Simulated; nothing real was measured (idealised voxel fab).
Process module under the name voxel capacitor over wiring
The cross-section on display is named cut; it measures 240 nm wide, and its cells are 5 nm squares.
This document writes a cross-section as a grid whose cells are square, and gives it as bands, listed from the top down; one or more rows of cells form a band.
In this notation a band is specified by the heights of its top and bottom, in that order and in nm, after which its materials appear from left to right, each paired with its width in nm. The word "full width" attached to a single material means that material fills the band from edge to edge; the word "empty" stands for empty space.
Height datum 0, below which the as-received substrate wafer is one material. Lowest band open at the bottom, running downward: "z 0 and below".
Note: "30..40" means the width goes from the first number (top row of the band) to the second number (bottom row) in equal steps per row of cells.
Reading "nothing altered" for a step: not a cell of the cross-section changed in it.
So "Closed internal voids" is basically the list of trapped voids: any empty space of 8 cells or more that can't reach the top through an opening. They're written width x height at distance, the distance being from the left edge, and it's all nm.
Past the settings on a step's line: simulator remark, on that step.
overlay nm: for a step with a mask, the amount by which the mask lay right of where it was planned; a negative amount means left of it.
List of planned process steps
1) RECEIVE [material Si]
2) CONFORMAL_DEP [material SiO2] [thk nm 10]
3) CONFORMAL_DEP [material SiCN] [thk nm 5]
4) DIRECTIONAL_DEP [material lowk] [thk nm 15]
5) MASKED_ETCH [tone open] [mask id METAL_1] [width nm 20] [pitch nm 85] [etch materials lowk] [depth nm 15] [overlay nm 0]
6) MASKED_ETCH [tone open] [mask id METAL_1] [width nm 20] [pitch nm 85] [etch materials SiCN] [depth nm 5] [overlay nm 0]
7) CONFORMAL_DEP [material TiN] [thk nm 5]
8) FILL_DEP [material Cu] [thk nm 10]
9) CMP [height nm 30]
10) EPI [material Ru] [thk nm 5]
11) FILL_DEP [material SiCN] [thk nm 5]
12) DIRECTIONAL_DEP [material SiO2] [thk nm 10]
13) MASKED_ETCH [tone open] [mask id PLUG_1] [width nm 15] [etch materials SiO2] [depth nm 10] [overlay nm 0]
14) MASKED_ETCH [tone open] [mask id PLUG_1] [width nm 15] [etch materials SiCN] [depth nm 5] [overlay nm 0]
15) CONFORMAL_DEP [material TiN] [thk nm 5]
16) FILL_DEP [material Ru] [thk nm 10]
17) CMP [height nm 50]
18) DIRECTIONAL_DEP [material TiN] [thk nm 5]
19) DIRECTIONAL_DEP [material Al2O3] [thk nm 5]
20) DIRECTIONAL_DEP [material TiN] [thk nm 5]
21) PATTERN [tone cover] [mask id UPPER_PLATE] [material resist] [width nm 70] [thk nm 20] [overlay nm 0]
22) DIRECTIONAL_ETCH [etch materials TiN] [depth nm 5]
23) DIRECTIONAL_ETCH [etch materials Al2O3] [depth nm 5]
24) STRIP [etch materials resist]
25) MASKED_ETCH [tone cover] [mask id LOWER_PLATE] [width nm 80] [etch materials TiN] [depth nm 5] [overlay nm 0]
26) FILL_DEP [material SiO2] [thk nm 20]
27) CMP [height nm 80]
28) PATTERN [tone open] [mask id PLUG_2] [material resist] [width nm 15] [thk nm 20] [overlay nm 0]
29) DIRECTIONAL_ETCH [etch materials SiO2] [depth nm 15]
30) STRIP [etch materials resist]
31) CONFORMAL_DEP [material TiN] [thk nm 5]
32) FILL_DEP [material Ru] [thk nm 5]
33) CMP [height nm 80]
34) CONFORMAL_DEP [material SiN] [thk nm 5]
Cross-section of the incoming wafer, state after step 1
    z 0 and below | Si full width
    Closed internal voids: none
Cross-sectional result after module completion. Note: starting condition and plan are unchanged from above; one processing mistake was made
    z 85 to 80 | SiN full width
    z 80 to 70 | SiO2 80  TiN 5  Ru 5  TiN 5  SiO2 145
    z 70 to 60 | SiO2 80..70  TiN 15..70  SiO2 145..100
    z 60 to 55 | SiO2 70  Al2O3 70  SiO2 100
    z 55 to 50 | SiO2 65  TiN 80  SiO2 95
    z 50 to 40 | SiO2 70  TiN 5  Ru 5  TiN 5  SiO2 155
    z 40 to 35 | SiCN 70  TiN 15  SiCN 155
    z 35 to 30 | SiCN 50  Ru 30  SiCN 55  Ru 30  SiCN 75
    z 30 to 20 | lowk 55  TiN 5  Cu 10  TiN 5  lowk 65  TiN 5  Cu 10  TiN 5  lowk 80
    z 20 to 15 | lowk 55  TiN 20  lowk 65  TiN 20  lowk 80
    z 15 to 10 | SiCN 65  TiN 10  SiCN 75  TiN 10  SiCN 80
    z 10 to 0 | SiO2 full width
    z 0 and below | Si full width
    Closed internal voids: none
Processing error: so step 5 ended up running with a different setting than we planned, it ran as MASKED_ETCH [tone open] [mask id METAL_1] [width nm 20] [pitch nm 85] [etch materials lowk] [depth nm 15] [overlay nm -10]
